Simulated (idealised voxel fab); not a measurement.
The process module that follows is named voxel local oxidation.
In the cross-section labelled cut, the width is 300 nm and each square cell is 5 nm.
In this document a cross-section is written as a grid of square cells. It is given as a series of bands, listed from the top down, and a band is one or more rows of cells.
A band entry consists of two parts. The first gives the height of the band's top and the height of its bottom, in nm. The rest lists the band's materials from left to right, each with its width in nm. A single material labelled with the word "full width" fills the band from edge to edge, and the word "blank" marks empty space.
Height reference: 0 = level under which incoming wafer is all one material. Lowest band: no bottom, runs on downward, e.g. "top 0, no bottom".
A width such as "30 to 40" changes by the same amount from each row of cells to the next, from the band's top row to its bottom row.
Reading "nothing altered" for a step: not a cell of the cross-section changed in it.
So "Sealed internal voids" is basically the list of trapped voids: any empty space of 8 cells or more that can't reach the top through an opening. They're written width x height at distance, the distance being from the left edge, and it's all nm.
Text after the settings on a step's line: the simulator's own remark on that step.
A step's line can hold "overlay nm"; with a mask on that step, the setting says how far right of the planned place the mask lay, while a negative setting says it lay to the left.
### Below is the list of planned process steps
1,RECEIVE with material Si
2,CONFORMAL_DEP with material SiO2, thk nm 5
3,CONFORMAL_DEP with material SiN, thk nm 15
4,PATTERN with tone cover, mask id ACTIVE, material resist, width nm 100, thk nm 15, overlay nm 0
5,DIRECTIONAL_ETCH with etch materials SiN, depth nm 15
6,STRIP with etch materials resist
7,SELECTIVE_ETCH with etch materials SiO2, depth nm 5
8,OXIDIZE with depth nm 10
9,STRIP with etch materials SiN
### Cross-section of the wafer at receipt, which is the condition after step 1
  top 0, no bottom = Si full width
  Sealed internal voids: none
### End-of-module XS, first of two wafers, run as planned
  top 5, bottom 0 = 105 blank, 90 SiO2, 105 blank
  top 0, bottom -10 = 115 SiO2, 70 Si, 115 SiO2
  top -10, no bottom = Si full width
  Sealed internal voids: none
### Cross-section of the latter of the two wafers at module completion. It had an identical start and an identical plan to the former; in running it, one mistake was made
  top 5, bottom 0 = 100 blank, 100 SiO2, 100 blank
  top 0, bottom -10 = 110 SiO2, 80 Si, 110 SiO2
  top -10, no bottom = Si full width
  Sealed internal voids: none
Processing error: it should be noted that step 4 was executed with settings other than those planned, the operation and settings actually applied being PATTERN with tone cover, mask id ACTIVE, material resist, width nm 110, thk nm 15, overlay nm 0
Looking at both finished wafers in cells, the second ends up ahead of or behind the first on some materials: +4 Si; -2 SiO2
